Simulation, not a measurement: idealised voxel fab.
Process module name: voxel gate over fins
For reference, the cross-section in this document is cut, with width 265 nm and square cells of 5 nm.
How to read a cross-section here: the picture is a grid of square cells, written as bands going from the top down, and any band can span one or more rows of cells. Heights first: top, then bottom, in nm. Then materials, left to right, each with a width in nm. "throughout" on a single material: fills the band edge to edge. "air": empty space. The level at which height equals 0 is the one under which the wafer, as it arrives, is entirely one material. No lower edge exists for the bottom band, which continues downward and is notated as in "z 0 and below". The notation "30..40" denotes a width that varies across the rows of cells in the band, beginning at the first number in the top row, finishing at the second number in the bottom row, and changing by an identical amount from each row to the next. No cell of the cross-section changed in a step that is given as "identical to before". Closed-off voids of 8+ cells (no open route to the top) go in "Cavities, closed", written width x height at distance from the left edge, in nm. Step line, after settings: the simulator's comment on this step. Regarding "overlay nm": on a step with a mask, it is the distance the mask lay to the right of its planned place; a negative value places it to the left.

[Process steps foreseen in the plan]
1: RECEIVE with material Si
2: CONFORMAL_DEP with material SiN, thk nm 5
3: MASKED_ETCH with tone cover, mask id FINS, width nm 15, pitch nm 35, etch materials SiN, depth nm 5, overlay nm 0
4: MASKED_ETCH with tone cover, mask id FINS, width nm 15, pitch nm 35, etch materials Si, depth nm 30, overlay nm 0
5: FILL_DEP with material SiO2, thk nm 10
6: CMP with height nm 5
7: SELECTIVE_ETCH with etch materials SiO2, depth nm 15
8: STRIP with etch materials SiN
9: CONFORMAL_DEP with material HfO2, thk nm 5
10: CONFORMAL_DEP with material TiN, thk nm 5
11: FILL_DEP with material W, thk nm 15
12: CMP with height nm 20
13: CONFORMAL_DEP with material SiCN, thk nm 5

[First of two wafers, with the run carried out as planned]

[Cross-section: wafer on arrival = after step 1]
  z 0 and below  Si throughout
  Cavities, closed: none

[Cross-section: wafer state after step 2]
  z 5 to 0  SiN throughout
  All layers under 0 are left as they were.

[Cross-section: wafer state after step 3]
  z 5 to 0  air 90 / SiN 15 / air 20 / SiN 15 / air 20 / SiN 15 / air 90
  All layers under 0 are left as they were.

[Cross-section: wafer state after step 4]
  z 5 to 0  air 90 / SiN 15 / air 20 / SiN 15 / air 20 / SiN 15 / air 90
  z 0 to -30  air 90 / Si 15 / air 20 / Si 15 / air 20 / Si 15 / air 90
  All layers under -30 are left as they were.

[Cross-section: wafer state after step 5]
  z 15 to 5  SiO2 throughout
  z 5 to 0  SiO2 90 / SiN 15 / SiO2 20 / SiN 15 / SiO2 20 / SiN 15 / SiO2 90
  z 0 to -30  SiO2 90 / Si 15 / SiO2 20 / Si 15 / SiO2 20 / Si 15 / SiO2 90
  All layers under -30 are left as they were.

[Cross-section: wafer state after step 6]
  z 5 to 0  SiO2 90 / SiN 15 / SiO2 20 / SiN 15 / SiO2 20 / SiN 15 / SiO2 90
  All layers under 0 are left as they were.

[Cross-section: wafer state after step 7]
  z 5 to 0  air 90 / SiN 15 / air 20 / SiN 15 / air 20 / SiN 15 / air 90
  z 0 to -10  air 90 / Si 15 / air 20 / Si 15 / air 20 / Si 15 / air 90
  All layers under -10 are left as they were.

[Cross-section: wafer state after step 8]
  z 0 to -10  air 90 / Si 15 / air 20 / Si 15 / air 20 / Si 15 / air 90
  All layers under -10 are left as they were.

[Cross-section: wafer state after step 9]
  z 5 to 0  air 85 / HfO2 25 / air 10 / HfO2 25 / air 10 / HfO2 25 / air 85
  z 0 to -5  air 85 / HfO2 5 / Si 15 / HfO2 5 / air 10 / HfO2 5 / Si 15 / HfO2 5 / air 10 / HfO2 5 / Si 15 / HfO2 5 / air 85
  z -5 to -10  HfO2 90 / Si 15 / HfO2 20 / Si 15 / HfO2 20 / Si 15 / HfO2 90
  All layers under -10 are left as they were.

[Cross-section: wafer state after step 10]
  z 10 to 5  air 80 / TiN 105 / air 80
  z 5 to 0  air 80 / TiN 5 / HfO2 25 / TiN 10 / HfO2 25 / TiN 10 / HfO2 25 / TiN 5 / air 80
  z 0 to -5  TiN 85 / HfO2 5 / Si 15 / HfO2 5 / TiN 10 / HfO2 5 / Si 15 / HfO2 5 / TiN 10 / HfO2 5 / Si 15 / HfO2 5 / TiN 85
  All layers under -5 are left as they were.

[Cross-section: wafer state after step 11]
  z 25 to 10  W throughout
  z 10 to 5  W 80 / TiN 105 / W 80
  z 5 to 0  W 80 / TiN 5 / HfO2 25 / TiN 10 / HfO2 25 / TiN 10 / HfO2 25 / TiN 5 / W 80
  All layers under 0 are left as they were.

[Cross-section: wafer state after step 12]
  z 20 to 10  W throughout
  All layers under 10 are left as they were.

[Cross-section: wafer state after step 13]
  z 25 to 20  SiCN throughout
  All layers under 20 are left as they were.

[It is to be noted that the second wafer proceeded from the same initial state and according to the same plan as the first, although one mistake was committed in its execution; through step 8, inclusive, the two wafers share an identical history]

Cross-section of the second wafer at the time by which step 9 should have been completed according to the plan: identical to before

[Cross-section of the second wafer at the time by which step 10 should have been completed according to the plan]
  z 5 to 0  air 85 / TiN 25 / air 10 / TiN 25 / air 10 / TiN 25 / air 85
  z 0 to -5  air 85 / TiN 5 / Si 15 / TiN 5 / air 10 / TiN 5 / Si 15 / TiN 5 / air 10 / TiN 5 / Si 15 / TiN 5 / air 85
  z -5 to -10  TiN 90 / Si 15 / TiN 20 / Si 15 / TiN 20 / Si 15 / TiN 90
  All layers under -10 are left as they were.

[Cross-section of the second wafer at the time by which step 11 should have been completed according to the plan]
  z 20 to 5  W throughout
  z 5 to 0  W 85 / TiN 25 / W 10 / TiN 25 / W 10 / TiN 25 / W 85
  z 0 to -5  W 85 / TiN 5 / Si 15 / TiN 5 / W 10 / TiN 5 / Si 15 / TiN 5 / W 10 / TiN 5 / Si 15 / TiN 5 / W 85
  All layers under -5 are left as they were.

Cross-section of the second wafer at the time by which step 12 should have been completed according to the plan: identical to before

[Cross-section of the second wafer at the time by which step 13 should have been completed according to the plan]
  z 25 to 20  SiCN throughout
  All layers under 20 are left as they were.
Short version of what went wrong: no execution of plan step 9; skipped
End check, counted in cells, second wafer has more or fewer of these materials than the first: -65 HfO2, +65 W
